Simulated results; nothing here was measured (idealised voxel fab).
process module | voxel local oxidation
cross-section cut | 300 nm wide | cells 5 nm
A cross-section is a grid of square cells, given in bands from the top down. A band is one or more rows of cells.
Each band's line starts with the height of the band's top and of its bottom, in nm. Then come its materials from left to right, each with its width in nm. One material with "throughout" fills the band from edge to edge. "air" is empty space.
Height 0 is the level under which the wafer as received is all one material. The lowest band goes on downwards, as in "0 down".
A width such as "30 to 40" changes by the same amount from each row of cells to the next, from the band's top row to its bottom row.
"no change" after a step means that no cell of the cross-section changed.
closed voids: empty space of 8 cells or more with no open way to the top, each as width x height at its distance from the left edge, in nm
after a step's settings: what the simulator itself notes on the step
overlay nm, on a step with a mask: how far to the right of its planned place the mask lay; to the left if negative
plan
1 op RECEIVE | material Si
2 op CONFORMAL_DEP | material SiO2 | thk nm 5
3 op CONFORMAL_DEP | material SiN | thk nm 15
4 op PATTERN | tone cover | mask id ACTIVE | material resist | width nm 95 | thk nm 20 | overlay nm 0
5 op DIRECTIONAL_ETCH | etch materials SiN | depth nm 15
6 op STRIP | etch materials resist
7 op SELECTIVE_ETCH | etch materials SiO2 | depth nm 5
8 op OXIDIZE | depth nm 10
9 op STRIP | etch materials SiN
varied across the wafers: width nm of step 4. The plan shows the first wafer's value. All wafers start alike
first wafer as received, after step 1
  0 down: Si throughout
  closed voids: none
each wafer at the end: cells of each material gained (+) or lost (-) since it was received, then its closed voids
width nm 95 | -94 Si | +111 SiO2 | closed voids: none
width nm 100 | -92 Si | +110 SiO2 | closed voids: none
width nm 105 | -90 Si | +109 SiO2 | closed voids: none
width nm 110 | -88 Si | +108 SiO2 | closed voids: none
width nm 115 | -86 Si | +107 SiO2 | closed voids: none
width nm 120 | -84 Si | +106 SiO2 | closed voids: none
